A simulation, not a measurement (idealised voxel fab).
process module | voxel ribs on slabs
cross-section cut | 260 nm wide | cells 5 nm
A cross-section is a grid of square cells, given in bands from the top down. A band is one or more rows of cells.
Each band's line starts with the height of the band's top and of its bottom, in nm. Then come its materials from left to right, each with its width in nm. One material with "throughout" fills the band from edge to edge. "air" is empty space.
Height 0 is the level under which the wafer as received is all one material. The lowest band goes on downwards, as in "0 down".
A width such as "30 to 40" changes by the same amount from each row of cells to the next, from the band's top row to its bottom row.
"no change" after a step means that no cell of the cross-section changed.
closed voids: empty space of 8 cells or more with no open way to the top, each as width x height at its distance from the left edge, in nm
after a step's settings: what the simulator itself notes on the step
overlay nm, on a step with a mask: how far to the right of its planned place the mask lay; to the left if negative
plan
1 op RECEIVE | material Si
2 op DIRECTIONAL_DEP | material SiO2 | thk nm 20
3 op DIRECTIONAL_DEP | material SiN | thk nm 15
4 op DIRECTIONAL_DEP | material aC | thk nm 10
5 op PATTERN | tone cover | mask id RIB | material resist | width nm 20 | thk nm 25 | overlay nm 0
6 op DIRECTIONAL_ETCH | etch materials aC | depth nm 5
7 op STRIP | etch materials resist
8 op DIRECTIONAL_ETCH | etch materials SiN | depth nm 10
9 op STRIP | etch materials aC
10 op MASKED_ETCH | tone cover | mask id SLAB | width nm 70 | etch materials SiN | depth nm 5 | overlay nm 0
11 op FILL_DEP | material SiO2 | thk nm 20
12 op CMP | height nm 45
13 op DIRECTIONAL_DEP | material TiN | thk nm 10
14 op PATTERN | tone cover | mask id HEATER | material resist | width nm 30 | thk nm 15 | overlay nm 0
15 op DIRECTIONAL_ETCH | etch materials TiN | depth nm 10
16 op STRIP | etch materials resist
17 op CONFORMAL_DEP | material SiO2 | thk nm 10
varied across the wafers: depth nm of step 6. The plan shows the first wafer's value. All wafers start alike
first wafer as received, after step 1
  0 down: Si throughout
  closed voids: none
first wafer at the end, after step 17
  65 to 55: air 105 | SiO2 50 | air 105
  55 to 45: SiO2 115 | TiN 30 | SiO2 115
  45 to 35: SiO2 throughout
  35 to 30: SiO2 95 | SiN 70 | SiO2 95
  30 to 20: SiN throughout
  20 to 0: SiO2 throughout
  0 down: Si throughout
  closed voids: none
last wafer at the end
  65 to 55: air 105 | SiO2 50 | air 105
  55 to 45: SiO2 115 | TiN 30 | SiO2 115
  45 to 35: SiO2 throughout
  35 to 25: SiO2 120 | SiN 20 | SiO2 120
  25 to 20: SiO2 95 | SiN 70 | SiO2 95
  20 to 0: SiO2 throughout
  0 down: Si throughout
  closed voids: none
each wafer at the end: cells of each material gained (+) or lost (-) since it was received, then its closed voids
depth nm 5 | +118 SiN | +462 SiO2 | +12 TiN | closed voids: none
depth nm 10 | +22 SiN | +558 SiO2 | +12 TiN | closed voids: none
depth nm 15 | +22 SiN | +558 SiO2 | +12 TiN | closed voids: none
depth nm 20 | +22 SiN | +558 SiO2 | +12 TiN | closed voids: none
depth nm 25 | +22 SiN | +558 SiO2 | +12 TiN | closed voids: none
